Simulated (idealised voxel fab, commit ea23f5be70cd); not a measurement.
Process module under the name voxel ribs on slabs
Xsec cut, 255 nm wide, square cell size 5 nm.
Think of the cross-section as a grid of square cells. We describe it in bands, top to bottom, and each band covers one or more rows of those cells. Top height, bottom height, nm. Materials left to right, width each, nm. Single material + "throughout" = fills band edge to edge. "blank" = empty. Where do heights start? At 0: under that level the wafer as delivered is made of one material only. And the lowest band has no floor; it just carries on downward, as in "0..down". Top row gets the first number, bottom row gets the second, and each row in between changes by the same step: that is how a band width like "30->40" works. You'll sometimes find "left unchanged" written for a step, and that's the way of saying that nowhere in the cross-section did a cell change during that step. "Closed cavity list" enumerates empty spaces isolated from the top, with no open way to it, that contain at least 8 cells, giving each as width x height at distance from the left edge, all three in nm. On a step's line, text after the settings is the simulator commenting on that step. When a step includes a mask, the "overlay nm" setting on its line states how far to the right of its planned place that mask lay, and negative values state how far to the left.

Intended process steps:
1) RECEIVE with material Si
2) DIRECTIONAL_DEP with material SiO2, thk nm 25
3) DIRECTIONAL_DEP with material polySi, thk nm 25
4) MASKED_ETCH with tone cover, mask id RIB, width nm 20, etch materials polySi, depth nm 5, overlay nm 0
5) DIRECTIONAL_DEP with material aC, thk nm 15
6) PATTERN with tone cover, mask id SLAB, material resist, width nm 70, thk nm 30, overlay nm 0
7) DIRECTIONAL_ETCH with etch materials aC, depth nm 15
8) STRIP with etch materials resist
9) DIRECTIONAL_ETCH with etch materials polySi, depth nm 20
10) STRIP with etch materials aC
11) FILL_DEP with material SiO2, thk nm 15
12) CMP with height nm 60
13) DIRECTIONAL_DEP with material TiN, thk nm 5
14) MASKED_ETCH with tone cover, mask id HEATER, width nm 30, etch materials TiN, depth nm 5, overlay nm 0
15) CONFORMAL_DEP with material SiO2, thk nm 10

Step 1 complete: cross-section of the wafer as received:
> 0..down = Si throughout
> Closed cavity list: none

Figure: cross-sectional view of the wafer upon completion of the module, processed from the initial state and according to the plan depicted above, with one error introduced during execution:
> 75..70 = 100 blank  50 SiO2  105 blank
> 70..65 = SiO2 throughout
> 65..60 = 110 SiO2  30 TiN  115 SiO2
> 60..50 = SiO2 throughout
> 50..45 = 90 SiO2  25 polySi  20 SiO2  25 polySi  95 SiO2
> 45..30 = 90 SiO2  70 polySi  95 SiO2
> 30..25 = polySi throughout
> 25..0 = SiO2 throughout
> 0..down = Si throughout
> Closed cavity list: none
Run error: off-plan run, step 4, actual operation and settings MASKED_ETCH with tone open, mask id RIB, width nm 20, etch materials polySi, depth nm 5, overlay nm 0
